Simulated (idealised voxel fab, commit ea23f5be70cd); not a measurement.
process module | voxel tone inversion
cross-section cut | 225 nm wide | cells 5 nm
A cross-section is a grid of square cells, given in bands from the top down. A band is one or more rows of cells.
Each band's line starts with the height of the band's top and of its bottom, in nm. Then come its materials from left to right, each with its width in nm. One material with "throughout" fills the band from edge to edge. "air" is empty space.
Height 0 is the level under which the wafer as received is all one material. The lowest band goes on downwards, as in "0 down".
A width such as "30 to 40" changes by the same amount from each row of cells to the next, from the band's top row to its bottom row.
"no change" after a step means that no cell of the cross-section changed.
closed voids: empty space of 8 cells or more with no open way to the top, each as width x height at its distance from the left edge, in nm
after a step's settings: what the simulator itself notes on the step
overlay nm, on a step with a mask: how far to the right of its planned place the mask lay; to the left if negative
plan
1 op RECEIVE | material Si
2 op CONFORMAL_DEP | material SiCN | thk nm 5
3 op DIRECTIONAL_DEP | material aC | thk nm 15
4 op PATTERN | tone cover | mask id POSTS | material resist | width nm 20 | pitch nm 40 | thk nm 20 | overlay nm 0
5 op DIRECTIONAL_ETCH | etch materials aC | depth nm 15
6 op STRIP | etch materials resist
7 op FILL_DEP | material SiO2 | thk nm 10
8 op CMP | height nm 25
9 op STRIP | etch materials aC
10 op CONFORMAL_DEP | material TiN | thk nm 5
11 op FILL_DEP | material W | thk nm 10
12 op CMP | height nm 25
13 op CONFORMAL_DEP | material SiN | thk nm 5
varied across the wafers: thk nm of step 2. The plan shows the first wafer's value. All wafers start alike
first wafer as received, after step 1
  0 down: Si throughout
  closed voids: none
first wafer at the end, after step 13
  30 to 25: SiN throughout
  25 to 20: SiO2 throughout
  20 to 5: SiO2 40 | aC 20 | SiO2 20 | aC 20 | SiO2 20 | aC 20 | SiO2 20 | aC 20 | SiO2 45
  5 to 0: SiCN throughout
  0 down: Si throughout
  closed voids: none
last wafer at the end
  30 to 25: SiN throughout
  25 to 0: SiCN throughout
  0 down: Si throughout
  closed voids: none
each wafer at the end: cells of each material gained (+) or lost (-) since it was received, then its closed voids
thk nm 5 | +45 SiCN | +45 SiN | +132 SiO2 | +48 aC | closed voids: none
thk nm 10 | +90 SiCN | +45 SiN | +87 SiO2 | +32 TiN | +16 W | closed voids: none
thk nm 15 | +135 SiCN | +45 SiN | +58 SiO2 | +24 TiN | +8 W | closed voids: none
thk nm 20 | +180 SiCN | +45 SiN | +29 SiO2 | +16 TiN | closed voids: none
thk nm 25 | +225 SiCN | +45 SiN | closed voids: none
